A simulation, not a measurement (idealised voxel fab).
process module | voxel gate over fins
cross-section cut | 150 nm wide | cells 5 nm
A cross-section is a grid of square cells, given in bands from the top down. A band is one or more rows of cells.
Each band's line starts with the height of the band's top and of its bottom, in nm. Then come its materials from left to right, each with its width in nm. One material with "throughout" fills the band from edge to edge. "air" is empty space.
Height 0 is the level under which the wafer as received is all one material. The lowest band goes on downwards, as in "0 down".
A width such as "30 to 40" changes by the same amount from each row of cells to the next, from the band's top row to its bottom row.
"no change" after a step means that no cell of the cross-section changed.
closed voids: empty space of 8 cells or more with no open way to the top, each as width x height at its distance from the left edge, in nm
after a step's settings: what the simulator itself notes on the step
overlay nm, on a step with a mask: how far to the right of its planned place the mask lay; to the left if negative
plan
1 op RECEIVE | material Si
2 op CONFORMAL_DEP | material SiN | thk nm 5
3 op MASKED_ETCH | tone cover | mask id FINS | width nm 15 | pitch nm 60 | etch materials SiN | depth nm 5 | overlay nm 0
4 op MASKED_ETCH | tone cover | mask id FINS | width nm 15 | pitch nm 60 | etch materials Si | depth nm 40 | overlay nm 0
5 op OXIDIZE | depth nm 5
6 op FILL_DEP | material SiO2 | thk nm 5
7 op CMP | height nm 5
8 op DIRECTIONAL_DEP | material aC | thk nm 15
9 op PATTERN | tone open | mask id RAIL | material resist | width nm 15 | thk nm 35 | overlay nm 0
10 op DIRECTIONAL_ETCH | etch materials aC | depth nm 15
11 op STRIP | etch materials resist
12 op DIRECTIONAL_ETCH | etch materials SiO2 | depth nm 40
13 op STRIP | etch materials aC
14 op CONFORMAL_DEP | material TiN | thk nm 5
15 op FILL_DEP | material W | thk nm 10
16 op CMP | height nm 5
17 op SELECTIVE_ETCH | etch materials W Ru TiN | depth nm 25
18 op FILL_DEP | material SiO2 | thk nm 5
19 op CMP | height nm 5
20 op SELECTIVE_ETCH | etch materials SiO2 | depth nm 20
21 op STRIP | etch materials SiN
22 op CONFORMAL_DEP | material HfO2 | thk nm 5
23 op CONFORMAL_DEP | material TiN | thk nm 5
24 op FILL_DEP | material W | thk nm 10
25 op CMP | height nm 15
26 op CONFORMAL_DEP | material SiCN | thk nm 5
as received, after step 1
  0 down: Si throughout
  closed voids: none
first wafer at the end, as planned
  20 to 15: SiCN throughout
  15 to 10: W throughout
  10 to 5: W 30 | TiN 25 | W 35 | TiN 25 | W 35
  5 to 0: W 30 | TiN 5 | HfO2 15 | TiN 5 | W 35 | TiN 5 | HfO2 15 | TiN 5 | W 35
  0 to -5: W 30 | TiN 5 | HfO2 5 | Si 5 | HfO2 5 | TiN 5 | W 35 | TiN 5 | HfO2 5 | Si 5 | HfO2 5 | TiN 5 | W 35
  -5 to -10: TiN 35 | HfO2 5 | Si 5 | HfO2 5 | TiN 45 | HfO2 5 | Si 5 | HfO2 5 | TiN 40
  -10 to -15: HfO2 40 | Si 5 | HfO2 55 | Si 5 | HfO2 45
  -15 to -20: SiO2 40 | Si 5 | SiO2 55 | Si 5 | SiO2 45
  -20 to -30: SiO2 40 | Si 5 | SiO2 20 | TiN 5 | W 5 | TiN 5 | SiO2 20 | Si 5 | SiO2 45
  -30 to -35: SiO2 40 | Si 5 | SiO2 20 | TiN 15 | SiO2 20 | Si 5 | SiO2 45
  -35 to -45: SiO2 40 | Si 5 | SiO2 55 | Si 5 | SiO2 45
  -45 down: Si throughout
  closed voids: none
second wafer at the end: like start, like plan, one mistake
  20 to 15: SiCN throughout
  15 to 5: W throughout
  5 to 0: W 35 | TiN 15 | W 45 | TiN 15 | W 40
  0 to -10: W 35 | TiN 5 | Si 5 | TiN 5 | W 45 | TiN 5 | Si 5 | TiN 5 | W 40
  -10 to -15: TiN 40 | Si 5 | TiN 55 | Si 5 | TiN 45
  -15 to -20: SiO2 40 | Si 5 | SiO2 55 | Si 5 | SiO2 45
  -20 to -30: SiO2 40 | Si 5 | SiO2 20 | TiN 5 | W 5 | TiN 5 | SiO2 20 | Si 5 | SiO2 45
  -30 to -35: SiO2 40 | Si 5 | SiO2 20 | TiN 15 | SiO2 20 | Si 5 | SiO2 45
  -35 to -45: SiO2 40 | Si 5 | SiO2 55 | Si 5 | SiO2 45
  -45 down: Si throughout
  closed voids: none
what went wrong: step 22 was left out
at the end the second wafer has, in cells: 42 fewer of HfO2 | 42 more of W
